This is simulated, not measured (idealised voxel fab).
process module | voxel transistor to metal
cross-section cut | 150 nm wide | cells 5 nm
A cross-section is a grid of square cells, given in bands from the top down. A band is one or more rows of cells.
Each band's line starts with the height of the band's top and of its bottom, in nm. Then come its materials from left to right, each with its width in nm. One material with "throughout" fills the band from edge to edge. "air" is empty space.
Height 0 is the level under which the wafer as received is all one material. The lowest band goes on downwards, as in "0 down".
A width such as "30 to 40" changes by the same amount from each row of cells to the next, from the band's top row to its bottom row.
"no change" after a step means that no cell of the cross-section changed.
closed voids: empty space of 8 cells or more with no open way to the top, each as width x height at its distance from the left edge, in nm
after a step's settings: what the simulator itself notes on the step
overlay nm, on a step with a mask: how far to the right of its planned place the mask lay; to the left if negative
plan
1 op RECEIVE | material Si
2 op CONFORMAL_DEP | material SiO2 | thk nm 5
3 op CONFORMAL_DEP | material SiN | thk nm 15
4 op DIRECTIONAL_DEP | material aC | thk nm 15
5 op PATTERN | tone cover | mask id ACTIVE | material resist | width nm 95 | thk nm 30 | overlay nm 0
6 op DIRECTIONAL_ETCH | etch materials aC | depth nm 15
7 op STRIP | etch materials resist
8 op DIRECTIONAL_ETCH | etch materials SiN | depth nm 15
9 op DIRECTIONAL_ETCH | etch materials SiO2 | depth nm 5
10 op DIRECTIONAL_ETCH | etch materials Si | depth nm 30
11 op STRIP | etch materials aC
12 op FILL_DEP | material SiO2 | thk nm 10
13 op CMP | height nm 20
14 op SELECTIVE_ETCH | etch materials SiO2 | depth nm 10
15 op STRIP | etch materials SiN
16 op SELECTIVE_ETCH | etch materials SiO2 | depth nm 5
17 op OXIDIZE | depth nm 5
18 op DIRECTIONAL_DEP | material polySi | thk nm 25
19 op DIRECTIONAL_DEP | material SiCN | thk nm 15
20 op PATTERN | tone cover | mask id GATE | material resist | width nm 15 | thk nm 15 | overlay nm 0
21 op DIRECTIONAL_ETCH | etch materials SiCN | depth nm 25
22 op DIRECTIONAL_ETCH | etch materials polySi | depth nm 35
23 op STRIP | etch materials resist
24 op CONFORMAL_DEP | material SiN | thk nm 10
25 op DIRECTIONAL_ETCH | etch materials SiN | depth nm 10
26 op DIRECTIONAL_ETCH | etch materials SiO2 | depth nm 5
27 op EPI | material SiGe | thk nm 5
28 op FILL_DEP | material SiO2 | thk nm 10
29 op CMP | height nm 40
30 op DIRECTIONAL_DEP | material SiO2 | thk nm 15
31 op MASKED_ETCH | tone open | mask id CONTACT | width nm 20 | pitch nm 65 | etch materials SiO2 | depth nm 55 | overlay nm 0
32 op CONFORMAL_DEP | material TiN | thk nm 5
33 op FILL_DEP | material W | thk nm 10
34 op CMP | height nm 55
35 op CONFORMAL_DEP | material SiCN | thk nm 5
36 op DIRECTIONAL_DEP | material SiO2 | thk nm 25
37 op DIRECTIONAL_DEP | material aC | thk nm 10
38 op PATTERN | tone open | mask id METAL_1 | material resist | width nm 20 | pitch nm 65 | thk nm 25 | overlay nm 0
39 op DIRECTIONAL_ETCH | etch materials aC | depth nm 10
40 op STRIP | etch materials resist
41 op DIRECTIONAL_ETCH | etch materials SiO2 | depth nm 25
42 op DIRECTIONAL_ETCH | etch materials SiCN | depth nm 5
43 op STRIP | etch materials aC
44 op CONFORMAL_DEP | material TiN | thk nm 5
45 op FILL_DEP | material Cu | thk nm 10
46 op CMP | height nm 85
47 op EPI | material Ru | thk nm 5
48 op FILL_DEP | material SiCN | thk nm 5
49 op DIRECTIONAL_DEP | material SiO2 | thk nm 25
50 op PATTERN | tone open | mask id METAL_2 | material resist | width nm 20 | pitch nm 65 | thk nm 20 | overlay nm 0
51 op DIRECTIONAL_ETCH | etch materials SiO2 | depth nm 15
52 op STRIP | etch materials resist
53 op DIRECTIONAL_DEP | material aC | thk nm 10
54 op PATTERN | tone open | mask id METAL_2_HOLES | material resist | width nm 15 | pitch nm 65 | thk nm 30 | overlay nm 0
55 op DIRECTIONAL_ETCH | etch materials aC | depth nm 10
56 op STRIP | etch materials resist
57 op DIRECTIONAL_ETCH | etch materials SiO2 | depth nm 10
58 op DIRECTIONAL_ETCH | etch materials SiCN | depth nm 5
59 op STRIP | etch materials aC
60 op CONFORMAL_DEP | material TiN | thk nm 5
61 op FILL_DEP | material Cu | thk nm 5
62 op CMP | height nm 120
63 op CONFORMAL_DEP | material SiN | thk nm 5
first wafer, as planned
as received, after step 1
  0 down: Si throughout
  closed voids: none
after step 2
  5 to 0: SiO2 throughout
  below 0: unchanged
after step 3
  20 to 5: SiN throughout
  below 5: unchanged
after step 4
  35 to 20: aC throughout
  below 20: unchanged
after step 5
  65 to 35: air 25 | resist 95 | air 30
  below 35: unchanged
after step 6
  50 to 35: air 25 | resist 95 | air 30
  35 to 20: air 25 | aC 95 | air 30
  below 20: unchanged
after step 7
  35 to 20: air 25 | aC 95 | air 30
  below 20: unchanged
after step 8
  35 to 20: air 25 | aC 95 | air 30
  20 to 5: air 25 | SiN 95 | air 30
  below 5: unchanged
after step 9
  35 to 20: air 25 | aC 95 | air 30
  20 to 5: air 25 | SiN 95 | air 30
  5 to 0: air 25 | SiO2 95 | air 30
  below 0: unchanged
after step 10
  35 to 20: air 25 | aC 95 | air 30
  20 to 5: air 25 | SiN 95 | air 30
  5 to 0: air 25 | SiO2 95 | air 30
  0 to -30: air 25 | Si 95 | air 30
  below -30: unchanged
after step 11
  20 to 5: air 25 | SiN 95 | air 30
  below 5: unchanged
after step 12
  30 to 20: SiO2 throughout
  20 to 5: SiO2 25 | SiN 95 | SiO2 30
  5 to 0: SiO2 throughout
  0 to -30: SiO2 25 | Si 95 | SiO2 30
  below -30: unchanged
after step 13
  20 to 5: SiO2 25 | SiN 95 | SiO2 30
  below 5: unchanged
after step 14
  20 to 10: air 25 | SiN 95 | air 30
  below 10: unchanged
after step 15
  10 to 5: SiO2 25 | air 95 | SiO2 30
  below 5: unchanged
after step 16
  5 to 0: SiO2 20 | air 105 | SiO2 25
  below 0: unchanged
after step 17
  5 to 0: SiO2 20 | air 105 | SiO2 25
  0 to -5: SiO2 throughout
  below -5: unchanged
after step 18
  30 to 25: polySi 20 | air 105 | polySi 25
  25 to 5: polySi throughout
  5 to 0: SiO2 20 | polySi 105 | SiO2 25
  below 0: unchanged
after step 19
  45 to 40: SiCN 20 | air 105 | SiCN 25
  40 to 30: SiCN throughout
  30 to 25: polySi 20 | SiCN 105 | polySi 25
  below 25: unchanged
after step 20
  60 to 45: air 65 | resist 15 | air 70
  45 to 40: SiCN 20 | air 45 | resist 15 | air 45 | SiCN 25
  below 40: unchanged
after step 21
  60 to 40: air 65 | resist 15 | air 70
  40 to 30: air 65 | SiCN 15 | air 70
  30 to 25: polySi 20 | air 45 | SiCN 15 | air 45 | polySi 25
  below 25: unchanged
after step 22
  60 to 40: air 65 | resist 15 | air 70
  40 to 25: air 65 | SiCN 15 | air 70
  25 to 5: air 65 | polySi 15 | air 70
  5 to 0: SiO2 20 | air 45 | polySi 15 | air 45 | SiO2 25
  below 0: unchanged
after step 23
  40 to 25: air 65 | SiCN 15 | air 70
  below 25: unchanged
after step 24
  50 to 40: air 55 | SiN 35 | air 60
  40 to 25: air 55 | SiN 10 | SiCN 15 | SiN 10 | air 60
  25 to 15: air 55 | SiN 10 | polySi 15 | SiN 10 | air 60
  15 to 10: SiN 30 | air 25 | SiN 10 | polySi 15 | SiN 10 | air 25 | SiN 35
  10 to 5: SiN 65 | polySi 15 | SiN 70
  5 to 0: SiO2 20 | SiN 45 | polySi 15 | SiN 45 | SiO2 25
  below 0: unchanged
after step 25
  40 to 25: air 55 | SiN 10 | SiCN 15 | SiN 10 | air 60
  25 to 5: air 55 | SiN 10 | polySi 15 | SiN 10 | air 60
  5 to 0: SiO2 20 | SiN 10 | air 25 | SiN 10 | polySi 15 | SiN 10 | air 25 | SiN 10 | SiO2 25
  below 0: unchanged
after step 26
  40 to 25: air 55 | SiN 10 | SiCN 15 | SiN 10 | air 60
  25 to 5: air 55 | SiN 10 | polySi 15 | SiN 10 | air 60
  5 to 0: air 20 | SiN 10 | air 25 | SiN 10 | polySi 15 | SiN 10 | air 25 | SiN 10 | air 25
  0 to -5: SiO2 30 | air 25 | SiO2 35 | air 25 | SiO2 35
  below -5: unchanged
after step 27
  40 to 25: air 55 | SiN 10 | SiCN 15 | SiN 10 | air 60
  25 to 5: air 55 | SiN 10 | polySi 15 | SiN 10 | air 60
  5 to 0: air 20 | SiN 10 | air 25 | SiN 10 | polySi 15 | SiN 10 | air 25 | SiN 10 | air 25
  0 to -5: SiO2 30 | SiGe 25 | SiO2 35 | SiGe 25 | SiO2 35
  below -5: unchanged
after step 28
  50 to 40: SiO2 throughout
  40 to 25: SiO2 55 | SiN 10 | SiCN 15 | SiN 10 | SiO2 60
  25 to 5: SiO2 55 | SiN 10 | polySi 15 | SiN 10 | SiO2 60
  5 to 0: SiO2 20 | SiN 10 | SiO2 25 | SiN 10 | polySi 15 | SiN 10 | SiO2 25 | SiN 10 | SiO2 25
  below 0: unchanged
after step 29
  40 to 25: SiO2 55 | SiN 10 | SiCN 15 | SiN 10 | SiO2 60
  below 25: unchanged
after step 30
  55 to 40: SiO2 throughout
  below 40: unchanged
after step 31
  55 to 40: SiO2 30 | air 20 | SiO2 45 | air 20 | SiO2 35
  40 to 25: SiO2 30 | air 20 | SiO2 5 | SiN 10 | SiCN 15 | SiN 10 | SiO2 5 | air 20 | SiO2 35
  25 to 5: SiO2 30 | air 20 | SiO2 5 | SiN 10 | polySi 15 | SiN 10 | SiO2 5 | air 20 | SiO2 35
  5 to 0: SiO2 20 | SiN 10 | air 20 | SiO2 5 | SiN 10 | polySi 15 | SiN 10 | SiO2 5 | air 20 | SiN 10 | SiO2 25
  below 0: unchanged
after step 32
  60 to 55: TiN 35 | air 10 | TiN 55 | air 10 | TiN 40
  55 to 40: SiO2 30 | TiN 5 | air 10 | TiN 5 | SiO2 45 | TiN 5 | air 10 | TiN 5 | SiO2 35
  40 to 25: SiO2 30 | TiN 5 | air 10 | TiN 5 | SiO2 5 | SiN 10 | SiCN 15 | SiN 10 | SiO2 5 | TiN 5 | air 10 | TiN 5 | SiO2 35
  25 to 5: SiO2 30 | TiN 5 | air 10 | TiN 5 | SiO2 5 | SiN 10 | polySi 15 | SiN 10 | SiO2 5 | TiN 5 | air 10 | TiN 5 | SiO2 35
  5 to 0: SiO2 20 | SiN 10 | TiN 20 | SiO2 5 | SiN 10 | polySi 15 | SiN 10 | SiO2 5 | TiN 20 | SiN 10 | SiO2 25
  below 0: unchanged
after step 33
  70 to 60: W throughout
  60 to 55: TiN 35 | W 10 | TiN 55 | W 10 | TiN 40
  55 to 40: SiO2 30 | TiN 5 | W 10 | TiN 5 | SiO2 45 | TiN 5 | W 10 | TiN 5 | SiO2 35
  40 to 25: SiO2 30 | TiN 5 | W 10 | TiN 5 | SiO2 5 | SiN 10 | SiCN 15 | SiN 10 | SiO2 5 | TiN 5 | W 10 | TiN 5 | SiO2 35
  25 to 5: SiO2 30 | TiN 5 | W 10 | TiN 5 | SiO2 5 | SiN 10 | polySi 15 | SiN 10 | SiO2 5 | TiN 5 | W 10 | TiN 5 | SiO2 35
  below 5: unchanged
after step 34
  55 to 40: SiO2 30 | TiN 5 | W 10 | TiN 5 | SiO2 45 | TiN 5 | W 10 | TiN 5 | SiO2 35
  below 40: unchanged
after step 35
  60 to 55: SiCN throughout
  below 55: unchanged
after step 36
  85 to 60: SiO2 throughout
  below 60: unchanged
after step 37
  95 to 85: aC throughout
  below 85: unchanged
after step 38
  120 to 95: resist 30 | air 20 | resist 45 | air 20 | resist 35
  below 95: unchanged
after step 39
  110 to 95: resist 30 | air 20 | resist 45 | air 20 | resist 35
  95 to 85: aC 30 | air 20 | aC 45 | air 20 | aC 35
  below 85: unchanged
after step 40
  95 to 85: aC 30 | air 20 | aC 45 | air 20 | aC 35
  below 85: unchanged
after step 41
  95 to 85: aC 30 | air 20 | aC 45 | air 20 | aC 35
  85 to 60: SiO2 30 | air 20 | SiO2 45 | air 20 | SiO2 35
  below 60: unchanged
after step 42
  95 to 85: aC 30 | air 20 | aC 45 | air 20 | aC 35
  85 to 60: SiO2 30 | air 20 | SiO2 45 | air 20 | SiO2 35
  60 to 55: SiCN 30 | air 20 | SiCN 45 | air 20 | SiCN 35
  below 55: unchanged
after step 43
  85 to 60: SiO2 30 | air 20 | SiO2 45 | air 20 | SiO2 35
  below 60: unchanged
after step 44
  90 to 85: TiN 35 | air 10 | TiN 55 | air 10 | TiN 40
  85 to 60: SiO2 30 | TiN 5 | air 10 | TiN 5 | SiO2 45 | TiN 5 | air 10 | TiN 5 | SiO2 35
  60 to 55: SiCN 30 | TiN 20 | SiCN 45 | TiN 20 | SiCN 35
  below 55: unchanged
after step 45
  100 to 90: Cu throughout
  90 to 85: TiN 35 | Cu 10 | TiN 55 | Cu 10 | TiN 40
  85 to 60: SiO2 30 | TiN 5 | Cu 10 | TiN 5 | SiO2 45 | TiN 5 | Cu 10 | TiN 5 | SiO2 35
  below 60: unchanged
after step 46
  85 to 60: SiO2 30 | TiN 5 | Cu 10 | TiN 5 | SiO2 45 | TiN 5 | Cu 10 | TiN 5 | SiO2 35
  below 60: unchanged
after step 47
  90 to 85: air 25 | Ru 30 | air 35 | Ru 30 | air 30
  below 85: unchanged
after step 48
  95 to 90: SiCN throughout
  90 to 85: SiCN 25 | Ru 30 | SiCN 35 | Ru 30 | SiCN 30
  below 85: unchanged
after step 49
  120 to 95: SiO2 throughout
  below 95: unchanged
after step 50
  140 to 120: resist 30 | air 20 | resist 45 | air 20 | resist 35
  below 120: unchanged
after step 51
  140 to 120: resist 30 | air 20 | resist 45 | air 20 | resist 35
  120 to 105: SiO2 30 | air 20 | SiO2 45 | air 20 | SiO2 35
  below 105: unchanged
after step 52
  120 to 105: SiO2 30 | air 20 | SiO2 45 | air 20 | SiO2 35
  below 105: unchanged
after step 53
  130 to 120: aC 30 | air 20 | aC 45 | air 20 | aC 35
  120 to 115: SiO2 30 | air 20 | SiO2 45 | air 20 | SiO2 35
  115 to 105: SiO2 30 | aC 20 | SiO2 45 | aC 20 | SiO2 35
  below 105: unchanged
after step 54
  160 to 130: resist 30 | air 15 | resist 50 | air 15 | resist 40
  130 to 120: aC 30 | air 15 | resist 5 | aC 45 | air 15 | resist 5 | aC 35
  120 to 115: SiO2 30 | air 15 | resist 5 | SiO2 45 | air 15 | resist 5 | SiO2 35
  below 115: unchanged
after step 55
  150 to 130: resist 30 | air 15 | resist 50 | air 15 | resist 40
  130 to 120: aC 30 | air 15 | resist 5 | aC 45 | air 15 | resist 5 | aC 35
  120 to 115: SiO2 30 | air 15 | resist 5 | SiO2 45 | air 15 | resist 5 | SiO2 35
  115 to 105: SiO2 30 | air 15 | aC 5 | SiO2 45 | air 15 | aC 5 | SiO2 35
  below 105: unchanged
after step 56
  130 to 120: aC 30 | air 20 | aC 45 | air 20 | aC 35
  120 to 115: SiO2 30 | air 20 | SiO2 45 | air 20 | SiO2 35
  below 115: unchanged
after step 57
  130 to 120: aC 30 | air 20 | aC 45 | air 20 | aC 35
  120 to 115: SiO2 30 | air 20 | SiO2 45 | air 20 | SiO2 35
  115 to 105: SiO2 30 | air 15 | aC 5 | SiO2 45 | air 15 | aC 5 | SiO2 35
  105 to 95: SiO2 30 | air 15 | SiO2 50 | air 15 | SiO2 40
  below 95: unchanged
after step 58
  130 to 120: aC 30 | air 20 | aC 45 | air 20 | aC 35
  120 to 115: SiO2 30 | air 20 | SiO2 45 | air 20 | SiO2 35
  115 to 105: SiO2 30 | air 15 | aC 5 | SiO2 45 | air 15 | aC 5 | SiO2 35
  105 to 95: SiO2 30 | air 15 | SiO2 50 | air 15 | SiO2 40
  95 to 90: SiCN 30 | air 15 | SiCN 50 | air 15 | SiCN 40
  below 90: unchanged
after step 59
  120 to 105: SiO2 30 | air 20 | SiO2 45 | air 20 | SiO2 35
  below 105: unchanged
after step 60
  125 to 120: TiN 35 | air 10 | TiN 55 | air 10 | TiN 40
  120 to 110: SiO2 30 | TiN 5 | air 10 | TiN 5 | SiO2 45 | TiN 5 | air 10 | TiN 5 | SiO2 35
  110 to 105: SiO2 30 | TiN 5 | air 5 | TiN 10 | SiO2 45 | TiN 5 | air 5 | TiN 10 | SiO2 35
  105 to 95: SiO2 30 | TiN 5 | air 5 | TiN 5 | SiO2 50 | TiN 5 | air 5 | TiN 5 | SiO2 40
  95 to 90: SiCN 30 | TiN 15 | SiCN 50 | TiN 15 | SiCN 40
  below 90: unchanged
after step 61
  130 to 125: Cu throughout
  125 to 120: TiN 35 | Cu 10 | TiN 55 | Cu 10 | TiN 40
  120 to 110: SiO2 30 | TiN 5 | Cu 10 | TiN 5 | SiO2 45 | TiN 5 | Cu 10 | TiN 5 | SiO2 35
  110 to 105: SiO2 30 | TiN 5 | Cu 5 | TiN 10 | SiO2 45 | TiN 5 | Cu 5 | TiN 10 | SiO2 35
  105 to 95: SiO2 30 | TiN 5 | Cu 5 | TiN 5 | SiO2 50 | TiN 5 | Cu 5 | TiN 5 | SiO2 40
  below 95: unchanged
after step 62
  120 to 110: SiO2 30 | TiN 5 | Cu 10 | TiN 5 | SiO2 45 | TiN 5 | Cu 10 | TiN 5 | SiO2 35
  below 110: unchanged
after step 63
  125 to 120: SiN throughout
  below 120: unchanged
second wafer: like start, like plan, one mistake. Through step 49 it matches the first wafer
when step 50 should have ended
  140 to 120: air 30 | resist 20 | air 45 | resist 20 | air 35
  below 120: unchanged
when step 51 should have ended
  140 to 120: air 30 | resist 20 | air 45 | resist 20 | air 35
  120 to 105: air 30 | SiO2 20 | air 45 | SiO2 20 | air 35
  below 105: unchanged
when step 52 should have ended
  120 to 105: air 30 | SiO2 20 | air 45 | SiO2 20 | air 35
  below 105: unchanged
when step 53 should have ended
  130 to 120: air 30 | aC 20 | air 45 | aC 20 | air 35
  120 to 115: air 30 | SiO2 20 | air 45 | SiO2 20 | air 35
  115 to 105: aC 30 | SiO2 20 | aC 45 | SiO2 20 | aC 35
  below 105: unchanged
when step 54 should have ended
  160 to 130: resist 30 | air 15 | resist 50 | air 15 | resist 40
  130 to 120: resist 30 | aC 20 | resist 45 | aC 20 | resist 35
  120 to 115: resist 30 | SiO2 20 | resist 45 | SiO2 20 | resist 35
  below 115: unchanged
when step 55 should have ended
  150 to 130: resist 30 | air 15 | resist 50 | air 15 | resist 40
  130 to 120: resist 30 | air 15 | aC 5 | resist 45 | air 15 | aC 5 | resist 35
  below 120: unchanged
when step 56 should have ended
  130 to 120: air 45 | aC 5 | air 60 | aC 5 | air 35
  120 to 115: air 30 | SiO2 20 | air 45 | SiO2 20 | air 35
  below 115: unchanged
when step 57 should have ended
  130 to 120: air 45 | aC 5 | air 60 | aC 5 | air 35
  120 to 115: air 45 | SiO2 5 | air 60 | SiO2 5 | air 35
  115 to 110: aC 30 | air 15 | SiO2 5 | aC 45 | air 15 | SiO2 5 | aC 35
  below 110: unchanged
when step 58 should have ended: no change
when step 59 should have ended
  120 to 110: air 45 | SiO2 5 | air 60 | SiO2 5 | air 35
  110 to 105: air 30 | SiO2 20 | air 45 | SiO2 20 | air 35
  below 105: unchanged
when step 60 should have ended
  125 to 120: air 40 | TiN 15 | air 50 | TiN 15 | air 30
  120 to 110: air 40 to 25 | TiN 5 to 20 | SiO2 5 | TiN 5 | air 50 to 35 | TiN 5 to 20 | SiO2 5 | TiN 5 | air 30
  110 to 105: TiN 30 | SiO2 20 | TiN 45 | SiO2 20 | TiN 35
  below 105: unchanged
when step 61 should have ended
  130 to 125: Cu throughout
  125 to 120: Cu 40 | TiN 15 | Cu 50 | TiN 15 | Cu 30
  120 to 110: Cu 40 to 25 | TiN 5 to 20 | SiO2 5 | TiN 5 | Cu 50 to 35 | TiN 5 to 20 | SiO2 5 | TiN 5 | Cu 30
  below 110: unchanged
when step 62 should have ended
  120 to 110: Cu 40 to 25 | TiN 5 to 20 | SiO2 5 | TiN 5 | Cu 50 to 35 | TiN 5 to 20 | SiO2 5 | TiN 5 | Cu 30
  below 110: unchanged
when step 63 should have ended
  125 to 120: SiN throughout
  below 120: unchanged
what went wrong: step 50 ran as: op PATTERN | tone cover | mask id METAL_2 | material resist | width nm 20 | pitch nm 65 | thk nm 20 | overlay nm 0
at the end the second wafer has, in cells: 28 more of Cu | 6 more of SiCN | 42 fewer of SiO2 | 8 more of TiN
